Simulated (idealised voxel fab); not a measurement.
process module | voxel transistor to metal
cross-section cut | 285 nm wide | cells 5 nm
A cross-section is a grid of square cells, given in bands from the top down. A band is one or more rows of cells.
Each band's line starts with the height of the band's top and of its bottom, in nm. Then come its materials from left to right, each with its width in nm. One material with "throughout" fills the band from edge to edge. "air" is empty space.
Height 0 is the level under which the wafer as received is all one material. The lowest band goes on downwards, as in "0 down".
A width such as "30 to 40" changes by the same amount from each row of cells to the next, from the band's top row to its bottom row.
"no change" after a step means that no cell of the cross-section changed.
closed voids: empty space of 8 cells or more with no open way to the top, each as width x height at its distance from the left edge, in nm
after a step's settings: what the simulator itself notes on the step
overlay nm, on a step with a mask: how far to the right of its planned place the mask lay; to the left if negative
plan
1 op RECEIVE | material Si
2 op OXIDIZE | depth nm 5
3 op CONFORMAL_DEP | material SiN | thk nm 15
4 op DIRECTIONAL_DEP | material aC | thk nm 10
5 op PATTERN | tone cover | mask id ACTIVE | material resist | width nm 105 | pitch nm 130 | thk nm 30 | overlay nm 0
6 op DIRECTIONAL_ETCH | etch materials aC | depth nm 10
7 op STRIP | etch materials resist
8 op DIRECTIONAL_ETCH | etch materials SiN | depth nm 15
9 op DIRECTIONAL_ETCH | etch materials SiO2 | depth nm 5
10 op DIRECTIONAL_ETCH | etch materials Si | depth nm 25
11 op STRIP | etch materials aC
12 op FILL_DEP | material SiO2 | thk nm 15
13 op CMP | height nm 15
14 op SELECTIVE_ETCH | etch materials SiO2 | depth nm 5
15 op STRIP | etch materials SiN
16 op SELECTIVE_ETCH | etch materials SiO2 | depth nm 5
17 op OXIDIZE | depth nm 5
18 op DIRECTIONAL_DEP | material polySi | thk nm 30
19 op DIRECTIONAL_DEP | material SiCN | thk nm 15
20 op MASKED_ETCH | tone cover | mask id GATE | width nm 35 | pitch nm 130 | etch materials SiCN | depth nm 25 | overlay nm 0
21 op MASKED_ETCH | tone cover | mask id GATE | width nm 35 | pitch nm 130 | etch materials polySi | depth nm 40 | overlay nm 0
22 op CONFORMAL_DEP | material SiN | thk nm 10
23 op DIRECTIONAL_ETCH | etch materials SiN | depth nm 10
24 op DIRECTIONAL_ETCH | etch materials SiO2 | depth nm 5
25 op DIRECTIONAL_ETCH | etch materials Si | depth nm 15
26 op EPI | material SiGe | thk nm 20
27 op FILL_DEP | material SiO2 | thk nm 10
28 op CMP | height nm 25
29 op STRIP | etch materials polySi
30 op SELECTIVE_ETCH | etch materials SiO2 | depth nm 5
31 op CONFORMAL_DEP | material HfO2 | thk nm 5
32 op CONFORMAL_DEP | material TiN | thk nm 5
33 op FILL_DEP | material W | thk nm 5
34 op CMP | height nm 20
35 op DIRECTIONAL_DEP | material SiO2 | thk nm 10
36 op PATTERN | tone open | mask id CONTACT | material resist | width nm 15 | thk nm 15 | overlay nm 0
37 op DIRECTIONAL_ETCH | etch materials SiO2 | depth nm 20
38 op STRIP | etch materials resist
39 op CONFORMAL_DEP | material TiN | thk nm 5
40 op FILL_DEP | material Ru | thk nm 10
41 op CMP | height nm 30
42 op DIRECTIONAL_DEP | material TiN | thk nm 5
43 op DIRECTIONAL_DEP | material W | thk nm 15
44 op DIRECTIONAL_DEP | material aC | thk nm 15
45 op PATTERN | tone cover | mask id METAL_1 | material resist | width nm 15 | thk nm 30 | overlay nm 0
46 op DIRECTIONAL_ETCH | etch materials aC | depth nm 15
47 op STRIP | etch materials resist
48 op DIRECTIONAL_ETCH | etch materials W | depth nm 15
49 op DIRECTIONAL_ETCH | etch materials TiN | depth nm 5
50 op STRIP | etch materials aC
51 op FILL_DEP | material SiO2 | thk nm 5
52 op CMP | height nm 50
53 op CONFORMAL_DEP | material SiCN | thk nm 5
54 op DIRECTIONAL_DEP | material lowk | thk nm 25
55 op MASKED_ETCH | tone open | mask id METAL_2 | width nm 15 | pitch nm 130 | etch materials lowk | depth nm 15 | overlay nm 0
56 op DIRECTIONAL_DEP | material aC | thk nm 15
57 op PATTERN | tone open | mask id METAL_2_HOLES | material resist | width nm 15 | pitch nm 130 | thk nm 30 | overlay nm 0
58 op DIRECTIONAL_ETCH | etch materials aC | depth nm 15
59 op STRIP | etch materials resist
60 op DIRECTIONAL_ETCH | etch materials lowk | depth nm 10
61 op DIRECTIONAL_ETCH | etch materials SiCN | depth nm 5
62 op STRIP | etch materials aC
63 op CONFORMAL_DEP | material TiN | thk nm 5
64 op FILL_DEP | material Cu | thk nm 5
65 op CMP | height nm 80
66 op CONFORMAL_DEP | material SiCN | thk nm 5
as received, after step 1
  0 down: Si throughout
  closed voids: none
first wafer at the end, as planned
  85 to 80: SiCN throughout
  80 to 55: lowk 30 | TiN 5 | Cu 5 | TiN 5 | lowk 115 | TiN 5 | Cu 5 | TiN 5 | lowk 110
  55 to 50: SiCN 30 | TiN 15 | SiCN 115 | TiN 15 | SiCN 110
  50 to 35: SiO2 30 | W 15 | SiO2 65 | W 15 | SiO2 35 | W 15 | SiO2 65 | W 15 | SiO2 30
  35 to 30: SiO2 30 | TiN 15 | SiO2 65 | TiN 15 | SiO2 35 | TiN 15 | SiO2 65 | TiN 15 | SiO2 30
  30 to 20: SiO2 30 | TiN 5 | Ru 5 | TiN 5 | SiO2 65 | TiN 5 | Ru 5 | TiN 5 | SiO2 35 | TiN 5 | Ru 5 | TiN 5 | SiO2 65 | TiN 5 | Ru 5 | TiN 5 | SiO2 30
  20 to 15: SiO2 30 | TiN 5 | Ru 5 | TiN 5 | SiO2 5 | SiN 10 | HfO2 5 | TiN 5 | W 15 | TiN 5 | HfO2 5 | SiN 10 | SiO2 5 | TiN 5 | Ru 5 | TiN 5 | SiO2 35 | TiN 5 | Ru 5 | TiN 5 | SiO2 5 | SiN 10 | HfO2 5 | TiN 5 | W 15 | TiN 5 | HfO2 5 | SiN 10 | SiO2 5 | TiN 5 | Ru 5 | TiN 5 | SiO2 30
  15 to 10: SiO2 30 | TiN 15 | SiO2 5 | SiN 10 | HfO2 5 | TiN 5 | W 15 | TiN 5 | HfO2 5 | SiN 10 | SiO2 5 | TiN 15 | SiO2 35 | TiN 15 | SiO2 5 | SiN 10 | HfO2 5 | TiN 5 | W 15 | TiN 5 | HfO2 5 | SiN 10 | SiO2 5 | TiN 15 | SiO2 30
  10 to 5: SiO2 25 | SiGe 25 | SiN 10 | HfO2 5 | TiN 5 | W 15 | TiN 5 | HfO2 5 | SiN 10 | SiGe 25 | SiO2 25 | SiGe 25 | SiN 10 | HfO2 5 | TiN 5 | W 15 | TiN 5 | HfO2 5 | SiN 10 | SiGe 25 | SiO2 25
  5 to 0: SiO2 20 | SiN 10 | SiGe 20 | SiN 10 | HfO2 5 | TiN 5 | W 15 | TiN 5 | HfO2 5 | SiN 10 | SiGe 20 | SiN 10 | SiO2 15 | SiN 10 | SiGe 20 | SiN 10 | HfO2 5 | TiN 5 | W 15 | TiN 5 | HfO2 5 | SiN 10 | SiGe 20 | SiN 10 | SiO2 20
  0 to -5: SiO2 20 | SiN 10 | SiGe 20 | SiN 10 | HfO2 5 | TiN 25 | HfO2 5 | SiN 10 | SiGe 20 | SiN 10 | SiO2 15 | SiN 10 | SiGe 20 | SiN 10 | HfO2 5 | TiN 25 | HfO2 5 | SiN 10 | SiGe 20 | SiN 10 | SiO2 20
  -5 to -10: SiO2 30 | SiGe 20 | SiO2 5 | HfO2 45 | SiO2 5 | SiGe 20 | SiO2 35 | SiGe 20 | SiO2 5 | HfO2 45 | SiO2 5 | SiGe 20 | SiO2 30
  -10 to -25: SiO2 25 | Si 5 | SiGe 20 | Si 55 | SiGe 20 | Si 5 | SiO2 25 | Si 5 | SiGe 20 | Si 55 | SiGe 20 | Si 5 | SiO2 25
  -25 to -30: SiO2 25 | Si 105 | SiO2 25 | Si 105 | SiO2 25
  -30 down: Si throughout
  closed voids: none
second wafer at the end: like start, like plan, one mistake
  85 to 80: SiCN throughout
  80 to 55: lowk 30 | TiN 5 | Cu 5 | TiN 5 | lowk 115 | TiN 5 | Cu 5 | TiN 5 | lowk 110
  55 to 50: SiCN 30 | TiN 15 | SiCN 115 | TiN 15 | SiCN 110
  50 to 45: SiO2 30 | TiN 15 | SiO2 65 | TiN 15 | SiO2 35 | TiN 15 | SiO2 65 | TiN 15 | SiO2 30
  45 to 30: W throughout
  30 to 20: SiO2 30 | TiN 5 | Ru 5 | TiN 5 | SiO2 65 | TiN 5 | Ru 5 | TiN 5 | SiO2 35 | TiN 5 | Ru 5 | TiN 5 | SiO2 65 | TiN 5 | Ru 5 | TiN 5 | SiO2 30
  20 to 15: SiO2 30 | TiN 5 | Ru 5 | TiN 5 | SiO2 5 | SiN 10 | HfO2 5 | TiN 5 | W 15 | TiN 5 | HfO2 5 | SiN 10 | SiO2 5 | TiN 5 | Ru 5 | TiN 5 | SiO2 35 | TiN 5 | Ru 5 | TiN 5 | SiO2 5 | SiN 10 | HfO2 5 | TiN 5 | W 15 | TiN 5 | HfO2 5 | SiN 10 | SiO2 5 | TiN 5 | Ru 5 | TiN 5 | SiO2 30
  15 to 10: SiO2 30 | TiN 15 | SiO2 5 | SiN 10 | HfO2 5 | TiN 5 | W 15 | TiN 5 | HfO2 5 | SiN 10 | SiO2 5 | TiN 15 | SiO2 35 | TiN 15 | SiO2 5 | SiN 10 | HfO2 5 | TiN 5 | W 15 | TiN 5 | HfO2 5 | SiN 10 | SiO2 5 | TiN 15 | SiO2 30
  10 to 5: SiO2 25 | SiGe 25 | SiN 10 | HfO2 5 | TiN 5 | W 15 | TiN 5 | HfO2 5 | SiN 10 | SiGe 25 | SiO2 25 | SiGe 25 | SiN 10 | HfO2 5 | TiN 5 | W 15 | TiN 5 | HfO2 5 | SiN 10 | SiGe 25 | SiO2 25
  5 to 0: SiO2 20 | SiN 10 | SiGe 20 | SiN 10 | HfO2 5 | TiN 5 | W 15 | TiN 5 | HfO2 5 | SiN 10 | SiGe 20 | SiN 10 | SiO2 15 | SiN 10 | SiGe 20 | SiN 10 | HfO2 5 | TiN 5 | W 15 | TiN 5 | HfO2 5 | SiN 10 | SiGe 20 | SiN 10 | SiO2 20
  0 to -5: SiO2 20 | SiN 10 | SiGe 20 | SiN 10 | HfO2 5 | TiN 25 | HfO2 5 | SiN 10 | SiGe 20 | SiN 10 | SiO2 15 | SiN 10 | SiGe 20 | SiN 10 | HfO2 5 | TiN 25 | HfO2 5 | SiN 10 | SiGe 20 | SiN 10 | SiO2 20
  -5 to -10: SiO2 30 | SiGe 20 | SiO2 5 | HfO2 45 | SiO2 5 | SiGe 20 | SiO2 35 | SiGe 20 | SiO2 5 | HfO2 45 | SiO2 5 | SiGe 20 | SiO2 30
  -10 to -25: SiO2 25 | Si 5 | SiGe 20 | Si 55 | SiGe 20 | Si 5 | SiO2 25 | Si 5 | SiGe 20 | Si 55 | SiGe 20 | Si 5 | SiO2 25
  -25 to -30: SiO2 25 | Si 105 | SiO2 25 | Si 105 | SiO2 25
  -30 down: Si throughout
  closed voids: none
what went wrong: steps 42 and 43 were swapped
at the end the second wafer has, in cells: 135 fewer of SiO2 | 135 more of W
